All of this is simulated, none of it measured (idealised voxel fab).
The following process module bears the name voxel capacitor over wiring.
The cross-section on display is named cut; it measures 170 nm wide, and its cells are 5 nm squares.
How to read a cross-section here: the picture is a grid of square cells, written as bands going from the top down, and any band can span one or more rows of cells.
First you get the band's top height and its bottom height, in nm, and then the materials it's made of, left to right, with each width in nm. If you see a single material with "everywhere", that one covers the band edge to edge. "air" is empty space.
We count height from 0. Below that, the starting wafer is all one material. The lowest band never ends at the bottom but goes on down; see "0 down" for how that is written.
So if you see something like "30 to 40" for the width, read it as the top row of the band sitting at the first number and the bottom row at the second, with every row in between moving by the same amount as the last.
For the purposes of this document, the phrase "no change occurred" attached to a step denotes that no cell within the cross-section was modified by that step.
In "Cavities, sealed" the enclosed voids are listed, meaning empty spaces of 8 cells or larger without any opening to the top. The form is width x height at distance, distance from the left edge, units nm.
Post-settings text on a step line: simulator's own remark regarding the step.
overlay nm: right-of-plan distance of the mask on a masked step; negative values mean left-of-plan.
Heads up before you read on: it's before/after pairs around one process step each, after side only down to the lowest band that changed, step plus settings under the pair. Pairs can be from different runs of this module, same starting wafer, so only chain a pair onto the one above if its "Incoming profile" entry says so.
# Incoming profile
    100 to 85 | aC 50; air 15; aC 105
    85 to 75 | SiO2 50; air 15; SiO2 105
    75 to 65 | SiO2 40; TiN 65; SiO2 65
    65 to 60 | SiO2 40; SiN 65; SiO2 65
    60 to 50 | SiO2 35; TiN 75; SiO2 60
    50 to 35 | lowk 40; TiN 5; W 5; TiN 5; lowk 115
    35 to 30 | SiCN 40; TiN 15; SiCN 115
    30 to 25 | SiO2 35; TiN 20; SiO2 60; TiN 20; SiO2 35
    25 to 10 | Ru everywhere
    10 to 0 | SiO2 everywhere
    0 down | Si everywhere
    Cavities, sealed: none
# Sectional View, Post-Process
    85 to 75 | SiO2 50; air 15; SiO2 105
    Under the height 75 nothing was changed.
    Cavities, sealed: none
Before/after cross-sections above; step in between: STRIP,etch materials aC
Incoming profile: the after view from the pair directly above serves as the before view here.
# Sectional View, Post-Process
    90 to 85 | TiN 55; air 5; TiN 110
    85 to 80 | SiO2 50; TiN 5; air 5; TiN 5; SiO2 105
    80 to 75 | SiO2 50; TiN 15; SiO2 105
    Under the height 75 nothing was changed.
    Cavities, sealed: none
Before/after cross-sections above; step in between: CONFORMAL_DEP,material TiN,thk nm 5
Incoming profile: the after view from the pair directly above serves as the before view here.
# Sectional View, Post-Process
    95 to 90 | Cu everywhere
    90 to 85 | TiN 55; Cu 5; TiN 110
    85 to 80 | SiO2 50; TiN 5; Cu 5; TiN 5; SiO2 105
    Under the height 80 nothing was changed.
    Cavities, sealed: none
Before/after cross-sections above; step in between: FILL_DEP,material Cu,thk nm 5
Incoming profile: the after view from the pair directly above serves as the before view here.
# Sectional View, Post-Process
    85 to 80 | SiO2 50; TiN 5; Cu 5; TiN 5; SiO2 105
    Under the height 80 nothing was changed.
    Cavities, sealed: none
Before/after cross-sections above; step in between: CMP,height nm 85
Incoming profile: the after view from the pair directly above serves as the before view here.
# Sectional View, Post-Process
    90 to 85 | SiN everywhere
    Under the height 85 nothing was changed.
    Cavities, sealed: none
Before/after cross-sections above; step in between: CONFORMAL_DEP,material SiN,thk nm 5
# Incoming profile
    15 to 10 | TiN everywhere
    10 to 0 | SiO2 everywhere
    0 down | Si everywhere
    Cavities, sealed: none
# Sectional View, Post-Process
    20 to 15 | Ru everywhere
    Under the height 15 nothing was changed.
    Cavities, sealed: none
Before/after cross-sections above; step in between: DIRECTIONAL_DEP,material Ru,thk nm 5
Incoming profile: the after view from the pair directly above serves as the before view here.
# Sectional View, Post-Process
    35 to 20 | aC everywhere
    Under the height 20 nothing was changed.
    Cavities, sealed: none
Before/after cross-sections above; step in between: DIRECTIONAL_DEP,material aC,thk nm 15
Incoming profile: the after view from the pair directly above serves as the before view here.
# Sectional View, Post-Process
    70 to 35 | air 35; resist 20; air 60; resist 20; air 35
    Under the height 35 nothing was changed.
    Cavities, sealed: none
Before/after cross-sections above; step in between: PATTERN,tone cover,mask id METAL_1,material resist,width nm 20,pitch nm 80,thk nm 35,overlay nm 0
Incoming profile: the after view from the pair directly above serves as the before view here.
# Sectional View, Post-Process
    55 to 35 | air 35; resist 20; air 60; resist 20; air 35
    35 to 20 | air 35; aC 20; air 60; aC 20; air 35
    Under the height 20 nothing was changed.
    Cavities, sealed: none
Before/after cross-sections above; step in between: DIRECTIONAL_ETCH,etch materials aC,depth nm 15
Incoming profile: the after view from the pair directly above serves as the before view here.
# Sectional View, Post-Process
    35 to 20 | air 35; aC 20; air 60; aC 20; air 35
    Under the height 20 nothing was changed.
    Cavities, sealed: none
Before/after cross-sections above; step in between: STRIP,etch materials resist
Incoming profile: the after view from the pair directly above serves as the before view here.
# Sectional View, Post-Process
    35 to 20 | air 35; aC 20; air 60; aC 20; air 35
    20 to 15 | air 35; Ru 20; air 60; Ru 20; air 35
    Under the height 15 nothing was changed.
    Cavities, sealed: none
Before/after cross-sections above; step in between: DIRECTIONAL_ETCH,etch materials Ru,depth nm 15
Incoming profile: the after view from the pair directly above serves as the before view here.
# Sectional View, Post-Process
    35 to 20 | air 35; aC 20; air 60; aC 20; air 35
    20 to 15 | air 35; Ru 20; air 60; Ru 20; air 35
    15 to 10 | air 35; TiN 20; air 60; TiN 20; air 35
    Under the height 10 nothing was changed.
    Cavities, sealed: none
Before/after cross-sections above; step in between: DIRECTIONAL_ETCH,etch materials TiN,depth nm 5
Incoming profile: the after view from the pair directly above serves as the before view here.
# Sectional View, Post-Process
    20 to 15 | air 35; Ru 20; air 60; Ru 20; air 35
    Under the height 15 nothing was changed.
    Cavities, sealed: none
Before/after cross-sections above; step in between: STRIP,etch materials aC
Incoming profile: the after view from the pair directly above serves as the before view here.
# Sectional View, Post-Process
    30 to 20 | SiO2 everywhere
    20 to 15 | SiO2 35; Ru 20; SiO2 60; Ru 20; SiO2 35
    15 to 10 | SiO2 35; TiN 20; SiO2 60; TiN 20; SiO2 35
    Under the height 10 nothing was changed.
    Cavities, sealed: none
Before/after cross-sections above; step in between: FILL_DEP,material SiO2,thk nm 10
Incoming profile: the after view from the pair directly above serves as the before view here.
# Sectional View, Post-Process
    35 to 30 | SiCN everywhere
    Under the height 30 nothing was changed.
    Cavities, sealed: none
Before/after cross-sections above; step in between: CONFORMAL_DEP,material SiCN,thk nm 5
Incoming profile: the after view from the pair directly above serves as the before view here.
# Sectional View, Post-Process
    50 to 35 | lowk everywhere
    Under the height 35 nothing was changed.
    Cavities, sealed: none
Before/after cross-sections above; step in between: DIRECTIONAL_DEP,material lowk,thk nm 15
Incoming profile: the after view from the pair directly above serves as the before view here.
# Sectional View, Post-Process
    65 to 50 | aC everywhere
    Under the height 50 nothing was changed.
    Cavities, sealed: none
Before/after cross-sections above; step in between: DIRECTIONAL_DEP,material aC,thk nm 15
Incoming profile: the after view from the pair directly above serves as the before view here.
# Sectional View, Post-Process
    95 to 65 | resist 40; air 15; resist 115
    Under the height 65 nothing was changed.
    Cavities, sealed: none
Before/after cross-sections above; step in between: PATTERN,tone open,mask id PLUG_1,material resist,width nm 15,thk nm 30,overlay nm 0
Incoming profile: the after view from the pair directly above serves as the before view here.
# Sectional View, Post-Process
    80 to 65 | resist 40; air 15; resist 115
    65 to 50 | aC 40; air 15; aC 115
    Under the height 50 nothing was changed.
    Cavities, sealed: none
Before/after cross-sections above; step in between: DIRECTIONAL_ETCH,etch materials aC,depth nm 15
Incoming profile: the after view from the pair directly above serves as the before view here.
# Sectional View, Post-Process
    65 to 50 | aC 40; air 15; aC 115
    Under the height 50 nothing was changed.
    Cavities, sealed: none
Before/after cross-sections above; step in between: STRIP,etch materials resist
Incoming profile: the after view from the pair directly above serves as the before view here.
# Sectional View, Post-Process
    65 to 50 | aC 40; air 15; aC 115
    50 to 35 | lowk 40; air 15; lowk 115
    Under the height 35 nothing was changed.
    Cavities, sealed: none
Before/after cross-sections above; step in between: DIRECTIONAL_ETCH,etch materials lowk,depth nm 15
Incoming profile: the after view from the pair directly above serves as the before view here.
# Sectional View, Post-Process
    65 to 50 | aC 40; air 15; aC 115
    50 to 35 | lowk 40; air 15; lowk 115
    35 to 30 | SiCN 40; air 15; SiCN 115
    Under the height 30 nothing was changed.
    Cavities, sealed: none
Before/after cross-sections above; step in between: DIRECTIONAL_ETCH,etch materials SiCN,depth nm 5
Incoming profile: the after view from the pair directly above serves as the before view here.
# Sectional View, Post-Process
    50 to 35 | lowk 40; air 15; lowk 115
    Under the height 35 nothing was changed.
    Cavities, sealed: none
Before/after cross-sections above; step in between: STRIP,etch materials aC
Incoming profile: the after view from the pair directly above serves as the before view here.
# Sectional View, Post-Process
    55 to 50 | TiN 45; air 5; TiN 120
    50 to 35 | lowk 40; TiN 5; air 5; TiN 5; lowk 115
    35 to 30 | SiCN 40; TiN 15; SiCN 115
    Under the height 30 nothing was changed.
    Cavities, sealed: none
Before/after cross-sections above; step in between: CONFORMAL_DEP,material TiN,thk nm 5
Incoming profile: the after view from the pair directly above serves as the before view here.
# Sectional View, Post-Process
    60 to 55 | W everywhere
    55 to 50 | TiN 45; W 5; TiN 120
    50 to 35 | lowk 40; TiN 5; W 5; TiN 5; lowk 115
    Under the height 35 nothing was changed.
    Cavities, sealed: none
Before/after cross-sections above; step in between: FILL_DEP,material W,thk nm 5
Incoming profile: the after view from the pair directly above serves as the before view here.
# Sectional View, Post-Process
    50 to 35 | lowk 40; TiN 5; W 5; TiN 5; lowk 115
    Under the height 35 nothing was changed.
    Cavities, sealed: none
Before/after cross-sections above; step in between: CMP,height nm 50
Incoming profile: the after view from the pair directly above serves as the before view here.
# Sectional View, Post-Process
    60 to 50 | TiN everywhere
    Under the height 50 nothing was changed.
    Cavities, sealed: none
Before/after cross-sections above; step in between: DIRECTIONAL_DEP,material TiN,thk nm 10
Incoming profile: the after view from the pair directly above serves as the before view here.
# Sectional View, Post-Process
    65 to 60 | SiN everywhere
    Under the height 60 nothing was changed.
    Cavities, sealed: none
Before/after cross-sections above; step in between: DIRECTIONAL_DEP,material SiN,thk nm 5
Incoming profile: the after view from the pair directly above serves as the before view here.
# Sectional View, Post-Process
    75 to 65 | TiN everywhere
    Under the height 65 nothing was changed.
    Cavities, sealed: none
Before/after cross-sections above; step in between: DIRECTIONAL_DEP,material TiN,thk nm 10
Incoming profile: the after view from the pair directly above serves as the before view here.
# Sectional View, Post-Process
    75 to 65 | air 40; TiN 65; air 65
    Under the height 65 nothing was changed.
    Cavities, sealed: none
Before/after cross-sections above; step in between: MASKED_ETCH,tone cover,mask id UPPER_PLATE,width nm 65,etch materials TiN,depth nm 10,overlay nm 0
Incoming profile: the after view from the pair directly above serves as the before view here.
# Sectional View, Post-Process
    75 to 65 | air 40; TiN 65; air 65
    65 to 60 | air 40; SiN 65; air 65
    Under the height 60 nothing was changed.
    Cavities, sealed: none
Before/after cross-sections above; step in between: MASKED_ETCH,tone cover,mask id UPPER_PLATE,width nm 65,etch materials SiN,depth nm 5,overlay nm 0
Incoming profile: the after view from the pair directly above serves as the before view here.
# Sectional View, Post-Process
    95 to 75 | air 35; resist 75; air 60
    75 to 65 | air 35; resist 5; TiN 65; resist 5; air 60
    65 to 60 | air 35; resist 5; SiN 65; resist 5; air 60
    Under the height 60 nothing was changed.
    Cavities, sealed: none
Before/after cross-sections above; step in between: PATTERN,tone cover,mask id LOWER_PLATE,material resist,width nm 75,thk nm 20,overlay nm 0
Incoming profile: the after view from the pair directly above serves as the before view here.
# Sectional View, Post-Process
    95 to 75 | air 35; resist 75; air 60
    75 to 65 | air 35; resist 5; TiN 65; resist 5; air 60
    65 to 60 | air 35; resist 5; SiN 65; resist 5; air 60
    60 to 50 | air 35; TiN 75; air 60
    Under the height 50 nothing was changed.
    Cavities, sealed: none
Before/after cross-sections above; step in between: DIRECTIONAL_ETCH,etch materials TiN,depth nm 10
Incoming profile: the after view from the pair directly above serves as the before view here.
# Sectional View, Post-Process
    75 to 65 | air 40; TiN 65; air 65
    65 to 60 | air 40; SiN 65; air 65
    Under the height 60 nothing was changed.
    Cavities, sealed: none
Before/after cross-sections above; step in between: STRIP,etch materials resist
Incoming profile: the after view from the pair directly above serves as the before view here.
# Sectional View, Post-Process
    90 to 75 | SiO2 everywhere
    75 to 65 | SiO2 40; TiN 65; SiO2 65
    65 to 60 | SiO2 40; SiN 65; SiO2 65
    60 to 50 | SiO2 35; TiN 75; SiO2 60
    Under the height 50 nothing was changed.
    Cavities, sealed: none
Before/after cross-sections above; step in between: FILL_DEP,material SiO2,thk nm 15
Incoming profile: the after view from the pair directly above serves as the before view here.
# Sectional View, Post-Process
    85 to 75 | SiO2 everywhere
    Under the height 75 nothing was changed.
    Cavities, sealed: none
Before/after cross-sections above; step in between: CMP,height nm 85
Incoming profile: the after view from the pair directly above serves as the before view here.
# Sectional View, Post-Process
    100 to 85 | aC everywhere
    Under the height 85 nothing was changed.
    Cavities, sealed: none
Before/after cross-sections above; step in between: DIRECTIONAL_DEP,material aC,thk nm 15
Incoming profile: the after view from the pair directly above serves as the before view here.
# Sectional View, Post-Process
    130 to 100 | resist 50; air 15; resist 105
    Under the height 100 nothing was changed.
    Cavities, sealed: none
Before/after cross-sections above; step in between: PATTERN,tone open,mask id PLUG_2,material resist,width nm 15,thk nm 30,overlay nm 0
Incoming profile: the after view from the pair directly above serves as the before view here.
# Sectional View, Post-Process
    115 to 100 | resist 50; air 15; resist 105
    100 to 85 | aC 50; air 15; aC 105
    Under the height 85 nothing was changed.
    Cavities, sealed: none
Before/after cross-sections above; step in between: DIRECTIONAL_ETCH,etch materials aC,depth nm 15
Incoming profile: the after view from the pair directly above serves as the before view here.
# Sectional View, Post-Process
    100 to 85 | aC 50; air 15; aC 105
    Under the height 85 nothing was changed.
    Cavities, sealed: none
Before/after cross-sections above; step in between: STRIP,etch materials resist
Incoming profile: the after view from the pair directly above serves as the before view here.
# Sectional View, Post-Process
    100 to 85 | aC 50; air 15; aC 105
    85 to 75 | SiO2 50; air 15; SiO2 105
    Under the height 75 nothing was changed.
    Cavities, sealed: none
Before/after cross-sections above; step in between: DIRECTIONAL_ETCH,etch materials SiO2,depth nm 10
Incoming profile: the after view from the pair directly above serves as the before view here.
# Sectional View, Post-Process
    85 to 75 | SiO2 50; air 15; SiO2 105
    Under the height 75 nothing was changed.
    Cavities, sealed: none
Before/after cross-sections above; step in between: STRIP,etch materials aC
Incoming profile: the after view from the pair directly above serves as the before view here.
# Sectional View, Post-Process
    90 to 85 | TiN 55; air 5; TiN 110
    85 to 80 | SiO2 50; TiN 5; air 5; TiN 5; SiO2 105
    80 to 75 | SiO2 50; TiN 15; SiO2 105
    Under the height 75 nothing was changed.
    Cavities, sealed: none
Before/after cross-sections above; step in between: CONFORMAL_DEP,material TiN,thk nm 5
Incoming profile: the after view from the pair directly above serves as the before view here.
# Sectional View, Post-Process
    95 to 90 | Cu everywhere
    90 to 85 | TiN 55; Cu 5; TiN 110
    85 to 80 | SiO2 50; TiN 5; Cu 5; TiN 5; SiO2 105
    Under the height 80 nothing was changed.
    Cavities, sealed: none
Before/after cross-sections above; step in between: FILL_DEP,material Cu,thk nm 5
Incoming profile: the after view from the pair directly above serves as the before view here.
# Sectional View, Post-Process
    85 to 80 | SiO2 50; TiN 5; Cu 5; TiN 5; SiO2 105
    Under the height 80 nothing was changed.
    Cavities, sealed: none
Before/after cross-sections above; step in between: CMP,height nm 85
Incoming profile: the after view from the pair directly above serves as the before view here.
# Sectional View, Post-Process
    90 to 85 | SiN everywhere
    Under the height 85 nothing was changed.
    Cavities, sealed: none
Before/after cross-sections above; step in between: CONFORMAL_DEP,material SiN,thk nm 5
# Incoming profile
    75 to 65 | TiN everywhere
    65 to 60 | SiN everywhere
    60 to 50 | TiN everywhere
    50 to 35 | lowk 40; TiN 5; W 5; TiN 5; lowk 115
    35 to 30 | SiCN 40; TiN 15; SiCN 115
    30 to 15 | SiO2 35; Ru 20; SiO2 60; Ru 20; SiO2 35
    15 to 10 | SiO2 35; TiN 20; SiO2 60; TiN 20; SiO2 35
    10 to 0 | SiO2 everywhere
    0 down | Si everywhere
    Cavities, sealed: none
# Sectional View, Post-Process
    75 to 65 | air 45; TiN 55; air 70
    Under the height 65 nothing was changed.
    Cavities, sealed: none
Before/after cross-sections above; step in between: MASKED_ETCH,tone cover,mask id UPPER_PLATE,width nm 55,etch materials TiN,depth nm 10,overlay nm 0
Incoming profile: the after view from the pair directly above serves as the before view here.
# Sectional View, Post-Process
    75 to 65 | air 45; TiN 55; air 70
    65 to 60 | air 40; SiN 65; air 65
    Under the height 60 nothing was changed.
    Cavities, sealed: none
Before/after cross-sections above; step in between: MASKED_ETCH,tone cover,mask id UPPER_PLATE,width nm 65,etch materials SiN,depth nm 5,overlay nm 0
Incoming profile: the after view from the pair directly above serves as the before view here.
# Sectional View, Post-Process
    95 to 75 | air 35; resist 75; air 60
    75 to 65 | air 35; resist 10; TiN 55; resist 10; air 60
    65 to 60 | air 35; resist 5; SiN 65; resist 5; air 60
    Under the height 60 nothing was changed.
    Cavities, sealed: none
Before/after cross-sections above; step in between: PATTERN,tone cover,mask id LOWER_PLATE,material resist,width nm 75,thk nm 20,overlay nm 0
Incoming profile: the after view from the pair directly above serves as the before view here.
# Sectional View, Post-Process
    95 to 75 | air 35; resist 75; air 60
    75 to 65 | air 35; resist 10; TiN 55; resist 10; air 60
    65 to 60 | air 35; resist 5; SiN 65; resist 5; air 60
    60 to 50 | air 35; TiN 75; air 60
    Under the height 50 nothing was changed.
    Cavities, sealed: none
Before/after cross-sections above; step in between: DIRECTIONAL_ETCH,etch materials TiN,depth nm 10
Incoming profile: the after view from the pair directly above serves as the before view here.
# Sectional View, Post-Process
    75 to 65 | air 45; TiN 55; air 70
    65 to 60 | air 40; SiN 65; air 65
    Under the height 60 nothing was changed.
    Cavities, sealed: none
Before/after cross-sections above; step in between: STRIP,etch materials resist
Incoming profile: the after view from the pair directly above serves as the before view here.
# Sectional View, Post-Process
    90 to 75 | SiO2 everywhere
    75 to 65 | SiO2 45; TiN 55; SiO2 70
    65 to 60 | SiO2 40; SiN 65; SiO2 65
    60 to 50 | SiO2 35; TiN 75; SiO2 60
    Under the height 50 nothing was changed.
    Cavities, sealed: none
Before/after cross-sections above; step in between: FILL_DEP,material SiO2,thk nm 15
Incoming profile: the after view from the pair directly above serves as the before view here.
# Sectional View, Post-Process
    85 to 75 | SiO2 everywhere
    Under the height 75 nothing was changed.
    Cavities, sealed: none
Before/after cross-sections above; step in between: CMP,height nm 85
Incoming profile: the after view from the pair directly above serves as the before view here.
# Sectional View, Post-Process
    100 to 85 | aC everywhere
    Under the height 85 nothing was changed.
    Cavities, sealed: none
Before/after cross-sections above; step in between: DIRECTIONAL_DEP,material aC,thk nm 15
Incoming profile: the after view from the pair directly above serves as the before view here.
# Sectional View, Post-Process
    130 to 100 | resist 50; air 15; resist 105
    Under the height 100 nothing was changed.
    Cavities, sealed: none
Before/after cross-sections above; step in between: PATTERN,tone open,mask id PLUG_2,material resist,width nm 15,thk nm 30,overlay nm 0
Incoming profile: the after view from the pair directly above serves as the before view here.
# Sectional View, Post-Process
    115 to 100 | resist 50; air 15; resist 105
    100 to 85 | aC 50; air 15; aC 105
    Under the height 85 nothing was changed.
    Cavities, sealed: none
Before/after cross-sections above; step in between: DIRECTIONAL_ETCH,etch materials aC,depth nm 15
Incoming profile: the after view from the pair directly above serves as the before view here.
# Sectional View, Post-Process
    100 to 85 | aC 50; air 15; aC 105
    Under the height 85 nothing was changed.
    Cavities, sealed: none
Before/after cross-sections above; step in between: STRIP,etch materials resist
Incoming profile: the after view from the pair directly above serves as the before view here.
# Sectional View, Post-Process
    100 to 85 | aC 50; air 15; aC 105
    85 to 75 | SiO2 50; air 15; SiO2 105
    Under the height 75 nothing was changed.
    Cavities, sealed: none
Before/after cross-sections above; step in between: DIRECTIONAL_ETCH,etch materials SiO2,depth nm 10
Incoming profile: the after view from the pair directly above serves as the before view here.
# Sectional View, Post-Process
    85 to 75 | SiO2 50; air 15; SiO2 105
    Under the height 75 nothing was changed.
    Cavities, sealed: none
Before/after cross-sections above; step in between: STRIP,etch materials aC
Incoming profile: the after view from the pair directly above serves as the before view here.
# Sectional View, Post-Process
    90 to 85 | TiN 55; air 5; TiN 110
    85 to 80 | SiO2 50; TiN 5; air 5; TiN 5; SiO2 105
    80 to 75 | SiO2 50; TiN 15; SiO2 105
    Under the height 75 nothing was changed.
    Cavities, sealed: none
Before/after cross-sections above; step in between: CONFORMAL_DEP,material TiN,thk nm 5
Incoming profile: the after view from the pair directly above serves as the before view here.
# Sectional View, Post-Process
    95 to 90 | Cu everywhere
    90 to 85 | TiN 55; Cu 5; TiN 110
    85 to 80 | SiO2 50; TiN 5; Cu 5; TiN 5; SiO2 105
    Under the height 80 nothing was changed.
    Cavities, sealed: none
Before/after cross-sections above; step in between: FILL_DEP,material Cu,thk nm 5
Incoming profile: the after view from the pair directly above serves as the before view here.
# Sectional View, Post-Process
    85 to 80 | SiO2 50; TiN 5; Cu 5; TiN 5; SiO2 105
    Under the height 80 nothing was changed.
    Cavities, sealed: none
Before/after cross-sections above; step in between: CMP,height nm 85
Incoming profile: the after view from the pair directly above serves as the before view here.
# Sectional View, Post-Process
    90 to 85 | SiN everywhere
    Under the height 85 nothing was changed.
    Cavities, sealed: none
Before/after cross-sections above; step in between: CONFORMAL_DEP,material SiN,thk nm 5
# Incoming profile
    75 to 65 | air 40; TiN 65; air 65
    65 to 60 | SiN everywhere
    60 to 50 | TiN everywhere
    50 to 35 | lowk 40; TiN 5; W 5; TiN 5; lowk 115
    35 to 30 | SiCN 40; TiN 15; SiCN 115
    30 to 15 | SiO2 35; Ru 20; SiO2 60; Ru 20; SiO2 35
    15 to 10 | SiO2 35; TiN 20; SiO2 60; TiN 20; SiO2 35
    10 to 0 | SiO2 everywhere
    0 down | Si everywhere
    Cavities, sealed: none
# Sectional View, Post-Process
    75 to 65 | air 40; TiN 65; air 65
    65 to 60 | air 30; SiN 75; air 65
    Under the height 60 nothing was changed.
    Cavities, sealed: none
Before/after cross-sections above; step in between: MASKED_ETCH,tone cover,mask id UPPER_PLATE,width nm 65,etch materials SiN,depth nm 5,overlay nm -10
Incoming profile: the after view from the pair directly above serves as the before view here.
# Sectional View, Post-Process
    95 to 75 | air 35; resist 75; air 60
    75 to 65 | air 35; resist 5; TiN 65; resist 5; air 60
    65 to 60 | air 30; SiN 75; resist 5; air 60
    Under the height 60 nothing was changed.
    Cavities, sealed: none
Before/after cross-sections above; step in between: PATTERN,tone cover,mask id LOWER_PLATE,material resist,width nm 75,thk nm 20,overlay nm 0
Incoming profile: the after view from the pair directly above serves as the before view here.
# Sectional View, Post-Process
    95 to 75 | air 35; resist 75; air 60
    75 to 65 | air 35; resist 5; TiN 65; resist 5; air 60
    65 to 60 | air 30; SiN 75; resist 5; air 60
    60 to 50 | air 30; TiN 80; air 60
    Under the height 50 nothing was changed.
    Cavities, sealed: none
Before/after cross-sections above; step in between: DIRECTIONAL_ETCH,etch materials TiN,depth nm 10
Incoming profile: the after view from the pair directly above serves as the before view here.
# Sectional View, Post-Process
    75 to 65 | air 40; TiN 65; air 65
    65 to 60 | air 30; SiN 75; air 65
    Under the height 60 nothing was changed.
    Cavities, sealed: none
Before/after cross-sections above; step in between: STRIP,etch materials resist
Incoming profile: the after view from the pair directly above serves as the before view here.
# Sectional View, Post-Process
    90 to 75 | SiO2 everywhere
    75 to 65 | SiO2 40; TiN 65; SiO2 65
    65 to 60 | SiO2 30; SiN 75; SiO2 65
    60 to 50 | SiO2 30; TiN 80; SiO2 60
    Under the height 50 nothing was changed.
    Cavities, sealed: none
Before/after cross-sections above; step in between: FILL_DEP,material SiO2,thk nm 15
Incoming profile: the after view from the pair directly above serves as the before view here.
# Sectional View, Post-Process
    85 to 75 | SiO2 everywhere
    Under the height 75 nothing was changed.
    Cavities, sealed: none
Before/after cross-sections above; step in between: CMP,height nm 85
Incoming profile: the after view from the pair directly above serves as the before view here.
# Sectional View, Post-Process
    100 to 85 | aC everywhere
    Under the height 85 nothing was changed.
    Cavities, sealed: none
Before/after cross-sections above; step in between: DIRECTIONAL_DEP,material aC,thk nm 15
Incoming profile: the after view from the pair directly above serves as the before view here.
# Sectional View, Post-Process
    130 to 100 | resist 50; air 15; resist 105
    Under the height 100 nothing was changed.
    Cavities, sealed: none
Before/after cross-sections above; step in between: PATTERN,tone open,mask id PLUG_2,material resist,width nm 15,thk nm 30,overlay nm 0
Incoming profile: the after view from the pair directly above serves as the before view here.
# Sectional View, Post-Process
    115 to 100 | resist 50; air 15; resist 105
    100 to 85 | aC 50; air 15; aC 105
    Under the height 85 nothing was changed.
    Cavities, sealed: none
Before/after cross-sections above; step in between: DIRECTIONAL_ETCH,etch materials aC,depth nm 15
Incoming profile: the after view from the pair directly above serves as the before view here.
# Sectional View, Post-Process
    100 to 85 | aC 50; air 15; aC 105
    Under the height 85 nothing was changed.
    Cavities, sealed: none
Before/after cross-sections above; step in between: STRIP,etch materials resist
Incoming profile: the after view from the pair directly above serves as the before view here.
# Sectional View, Post-Process
    100 to 85 | aC 50; air 15; aC 105
    85 to 75 | SiO2 50; air 15; SiO2 105
    Under the height 75 nothing was changed.
    Cavities, sealed: none
Before/after cross-sections above; step in between: DIRECTIONAL_ETCH,etch materials SiO2,depth nm 10
Incoming profile: the after view from the pair directly above serves as the before view here.
# Sectional View, Post-Process
    85 to 75 | SiO2 50; air 15; SiO2 105
    Under the height 75 nothing was changed.
    Cavities, sealed: none
Before/after cross-sections above; step in between: STRIP,etch materials aC
Incoming profile: the after view from the pair directly above serves as the before view here.
# Sectional View, Post-Process
    90 to 85 | TiN 55; air 5; TiN 110
    85 to 80 | SiO2 50; TiN 5; air 5; TiN 5; SiO2 105
    80 to 75 | SiO2 50; TiN 15; SiO2 105
    Under the height 75 nothing was changed.
    Cavities, sealed: none
Before/after cross-sections above; step in between: CONFORMAL_DEP,material TiN,thk nm 5
Incoming profile: the after view from the pair directly above serves as the before view here.
# Sectional View, Post-Process
    95 to 90 | Cu everywhere
    90 to 85 | TiN 55; Cu 5; TiN 110
    85 to 80 | SiO2 50; TiN 5; Cu 5; TiN 5; SiO2 105
    Under the height 80 nothing was changed.
    Cavities, sealed: none
Before/after cross-sections above; step in between: FILL_DEP,material Cu,thk nm 5
Incoming profile: the after view from the pair directly above serves as the before view here.
# Sectional View, Post-Process
    85 to 80 | SiO2 50; TiN 5; Cu 5; TiN 5; SiO2 105
    Under the height 80 nothing was changed.
    Cavities, sealed: none
Before/after cross-sections above; step in between: CMP,height nm 85
Incoming profile: the after view from the pair directly above serves as the before view here.
# Sectional View, Post-Process
    90 to 85 | SiN everywhere
    Under the height 85 nothing was changed.
    Cavities, sealed: none
Before/after cross-sections above; step in between: CONFORMAL_DEP,material SiN,thk nm 5
# Incoming profile
    55 to 50 | TiN 45; air 5; TiN 120
    50 to 35 | lowk 40; TiN 5; air 5; TiN 5; lowk 115
    35 to 30 | SiCN 40; TiN 15; SiCN 115
    30 to 15 | SiO2 35; Ru 20; SiO2 60; Ru 20; SiO2 35
    15 to 10 | SiO2 35; TiN 20; SiO2 60; TiN 20; SiO2 35
    10 to 0 | SiO2 everywhere
    0 down | Si everywhere
    Cavities, sealed: none
# Sectional View, Post-Process
    60 to 55 | SiN everywhere
    55 to 50 | TiN 45; SiN 5; TiN 120
    50 to 35 | lowk 40; TiN 5; SiN 5; TiN 5; lowk 115
    Under the height 35 nothing was changed.
    Cavities, sealed: none
Before/after cross-sections above; step in between: FILL_DEP,material SiN,thk nm 5
Incoming profile: the after view from the pair directly above serves as the before view here.
# Sectional View, Post-Process
    50 to 35 | lowk 40; TiN 5; SiN 5; TiN 5; lowk 115
    Under the height 35 nothing was changed.
    Cavities, sealed: none
Before/after cross-sections above; step in between: CMP,height nm 50
Incoming profile: the after view from the pair directly above serves as the before view here.
# Sectional View, Post-Process
    60 to 50 | TiN everywhere
    Under the height 50 nothing was changed.
    Cavities, sealed: none
Before/after cross-sections above; step in between: DIRECTIONAL_DEP,material TiN,thk nm 10
Incoming profile: the after view from the pair directly above serves as the before view here.
# Sectional View, Post-Process
    65 to 60 | SiN everywhere
    Under the height 60 nothing was changed.
    Cavities, sealed: none
Before/after cross-sections above; step in between: DIRECTIONAL_DEP,material SiN,thk nm 5
Incoming profile: the after view from the pair directly above serves as the before view here.
# Sectional View, Post-Process
    75 to 65 | TiN everywhere
    Under the height 65 nothing was changed.
    Cavities, sealed: none
Before/after cross-sections above; step in between: DIRECTIONAL_DEP,material TiN,thk nm 10
Incoming profile: the after view from the pair directly above serves as the before view here.
# Sectional View, Post-Process
    75 to 65 | air 40; TiN 65; air 65
    Under the height 65 nothing was changed.
    Cavities, sealed: none
Before/after cross-sections above; step in between: MASKED_ETCH,tone cover,mask id UPPER_PLATE,width nm 65,etch materials TiN,depth nm 10,overlay nm 0
Incoming profile: the after view from the pair directly above serves as the before view here.
# Sectional View, Post-Process
    75 to 65 | air 40; TiN 65; air 65
    65 to 60 | air 40; SiN 65; air 65
    Under the height 60 nothing was changed.
    Cavities, sealed: none
Before/after cross-sections above; step in between: MASKED_ETCH,tone cover,mask id UPPER_PLATE,width nm 65,etch materials SiN,depth nm 5,overlay nm 0
Incoming profile: the after view from the pair directly above serves as the before view here.
# Sectional View, Post-Process
    95 to 75 | air 35; resist 75; air 60
    75 to 65 | air 35; resist 5; TiN 65; resist 5; air 60
    65 to 60 | air 35; resist 5; SiN 65; resist 5; air 60
    Under the height 60 nothing was changed.
    Cavities, sealed: none
Before/after cross-sections above; step in between: PATTERN,tone cover,mask id LOWER_PLATE,material resist,width nm 75,thk nm 20,overlay nm 0
Incoming profile: the after view from the pair directly above serves as the before view here.
# Sectional View, Post-Process
    95 to 75 | air 35; resist 75; air 60
    75 to 65 | air 35; resist 5; TiN 65; resist 5; air 60
    65 to 60 | air 35; resist 5; SiN 65; resist 5; air 60
    60 to 50 | air 35; TiN 75; air 60
    Under the height 50 nothing was changed.
    Cavities, sealed: none
Before/after cross-sections above; step in between: DIRECTIONAL_ETCH,etch materials TiN,depth nm 10
